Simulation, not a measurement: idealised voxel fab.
process module | voxel quadruple lines
cross-section cut | 295 nm wide | cells 5 nm
A cross-section is a grid of square cells, given in bands from the top down. A band is one or more rows of cells.
Each band's line starts with the height of the band's top and of its bottom, in nm. Then come its materials from left to right, each with its width in nm. One material with "throughout" fills the band from edge to edge. "air" is empty space.
Height 0 is the level under which the wafer as received is all one material. The lowest band goes on downwards, as in "0 down".
A width such as "30 to 40" changes by the same amount from each row of cells to the next, from the band's top row to its bottom row.
"no change" after a step means that no cell of the cross-section changed.
closed voids: empty space of 8 cells or more with no open way to the top, each as width x height at its distance from the left edge, in nm
after a step's settings: what the simulator itself notes on the step
overlay nm, on a step with a mask: how far to the right of its planned place the mask lay; to the left if negative
plan
1 op RECEIVE | material Si
2 op CONFORMAL_DEP | material Al2O3 | thk nm 5
3 op DIRECTIONAL_DEP | material TiN | thk nm 15
4 op DIRECTIONAL_DEP | material polySi | thk nm 20
5 op DIRECTIONAL_DEP | material aC | thk nm 20
6 op PATTERN | tone cover | mask id MANDREL | material resist | width nm 30 | thk nm 30 | overlay nm 0
7 op DIRECTIONAL_ETCH | etch materials aC | depth nm 20
8 op STRIP | etch materials resist
9 op CONFORMAL_DEP | material SiO2 | thk nm 10
10 op DIRECTIONAL_ETCH | etch materials SiO2 | depth nm 10
11 op STRIP | etch materials aC
12 op DIRECTIONAL_ETCH | etch materials polySi | depth nm 20
13 op STRIP | etch materials SiO2
14 op CONFORMAL_DEP | material SiCN | thk nm 10
15 op DIRECTIONAL_ETCH | etch materials SiCN | depth nm 10
16 op STRIP | etch materials polySi
17 op DIRECTIONAL_ETCH | etch materials TiN | depth nm 15
18 op STRIP | etch materials SiCN
first wafer, as planned
as received, after step 1
  0 down: Si throughout
  closed voids: none
after step 2
  5 to 0: Al2O3 throughout
  below 0: unchanged
after step 3
  20 to 5: TiN throughout
  below 5: unchanged
after step 4
  40 to 20: polySi throughout
  below 20: unchanged
after step 5
  60 to 40: aC throughout
  below 40: unchanged
after step 6
  90 to 60: air 130 | resist 30 | air 135
  below 60: unchanged
after step 7
  70 to 60: air 130 | resist 30 | air 135
  60 to 40: air 130 | aC 30 | air 135
  below 40: unchanged
after step 8
  60 to 40: air 130 | aC 30 | air 135
  below 40: unchanged
after step 9
  70 to 60: air 120 | SiO2 50 | air 125
  60 to 50: air 120 | SiO2 10 | aC 30 | SiO2 10 | air 125
  50 to 40: SiO2 130 | aC 30 | SiO2 135
  below 40: unchanged
after step 10
  60 to 40: air 120 | SiO2 10 | aC 30 | SiO2 10 | air 125
  below 40: unchanged
after step 11
  60 to 40: air 120 | SiO2 10 | air 30 | SiO2 10 | air 125
  below 40: unchanged
after step 12
  60 to 40: air 120 | SiO2 10 | air 30 | SiO2 10 | air 125
  40 to 20: air 120 | polySi 10 | air 30 | polySi 10 | air 125
  below 20: unchanged
after step 13
  40 to 20: air 120 | polySi 10 | air 30 | polySi 10 | air 125
  below 20: unchanged
after step 14
  50 to 40: air 110 | SiCN 30 | air 10 | SiCN 30 | air 115
  40 to 30: air 110 | SiCN 10 | polySi 10 | SiCN 10 | air 10 | SiCN 10 | polySi 10 | SiCN 10 | air 115
  30 to 20: SiCN 120 | polySi 10 | SiCN 30 | polySi 10 | SiCN 125
  below 20: unchanged
after step 15
  40 to 20: air 110 | SiCN 10 | polySi 10 | SiCN 10 | air 10 | SiCN 10 | polySi 10 | SiCN 10 | air 115
  below 20: unchanged
after step 16
  40 to 20: air 110 | SiCN 10 | air 10 | SiCN 10 | air 10 | SiCN 10 | air 10 | SiCN 10 | air 115
  below 20: unchanged
after step 17
  40 to 20: air 110 | SiCN 10 | air 10 | SiCN 10 | air 10 | SiCN 10 | air 10 | SiCN 10 | air 115
  20 to 5: air 110 | TiN 10 | air 10 | TiN 10 | air 10 | TiN 10 | air 10 | TiN 10 | air 115
  below 5: unchanged
after step 18
  20 to 5: air 110 | TiN 10 | air 10 | TiN 10 | air 10 | TiN 10 | air 10 | TiN 10 | air 115
  below 5: unchanged
second wafer: like start, like plan, one mistake. Through step 1 it matches the first wafer
when step 2 should have ended: no change
when step 3 should have ended
  15 to 0: TiN throughout
  below 0: unchanged
when step 4 should have ended
  35 to 15: polySi throughout
  below 15: unchanged
when step 5 should have ended
  55 to 35: aC throughout
  below 35: unchanged
when step 6 should have ended
  85 to 55: air 130 | resist 30 | air 135
  below 55: unchanged
when step 7 should have ended
  65 to 55: air 130 | resist 30 | air 135
  55 to 35: air 130 | aC 30 | air 135
  below 35: unchanged
when step 8 should have ended
  55 to 35: air 130 | aC 30 | air 135
  below 35: unchanged
when step 9 should have ended
  65 to 55: air 120 | SiO2 50 | air 125
  55 to 45: air 120 | SiO2 10 | aC 30 | SiO2 10 | air 125
  45 to 35: SiO2 130 | aC 30 | SiO2 135
  below 35: unchanged
when step 10 should have ended
  55 to 35: air 120 | SiO2 10 | aC 30 | SiO2 10 | air 125
  below 35: unchanged
when step 11 should have ended
  55 to 35: air 120 | SiO2 10 | air 30 | SiO2 10 | air 125
  below 35: unchanged
when step 12 should have ended
  55 to 35: air 120 | SiO2 10 | air 30 | SiO2 10 | air 125
  35 to 15: air 120 | polySi 10 | air 30 | polySi 10 | air 125
  below 15: unchanged
when step 13 should have ended
  35 to 15: air 120 | polySi 10 | air 30 | polySi 10 | air 125
  below 15: unchanged
when step 14 should have ended
  45 to 35: air 110 | SiCN 30 | air 10 | SiCN 30 | air 115
  35 to 25: air 110 | SiCN 10 | polySi 10 | SiCN 10 | air 10 | SiCN 10 | polySi 10 | SiCN 10 | air 115
  25 to 15: SiCN 120 | polySi 10 | SiCN 30 | polySi 10 | SiCN 125
  below 15: unchanged
when step 15 should have ended
  35 to 15: air 110 | SiCN 10 | polySi 10 | SiCN 10 | air 10 | SiCN 10 | polySi 10 | SiCN 10 | air 115
  below 15: unchanged
when step 16 should have ended
  35 to 15: air 110 | SiCN 10 | air 10 | SiCN 10 | air 10 | SiCN 10 | air 10 | SiCN 10 | air 115
  below 15: unchanged
when step 17 should have ended
  35 to 15: air 110 | SiCN 10 | air 10 | SiCN 10 | air 10 | SiCN 10 | air 10 | SiCN 10 | air 115
  15 to 0: air 110 | TiN 10 | air 10 | TiN 10 | air 10 | TiN 10 | air 10 | TiN 10 | air 115
  below 0: unchanged
when step 18 should have ended
  15 to 0: air 110 | TiN 10 | air 10 | TiN 10 | air 10 | TiN 10 | air 10 | TiN 10 | air 115
  below 0: unchanged
what went wrong: step 2 was left out
at the end the second wafer has, in cells: 59 fewer of Al2O3
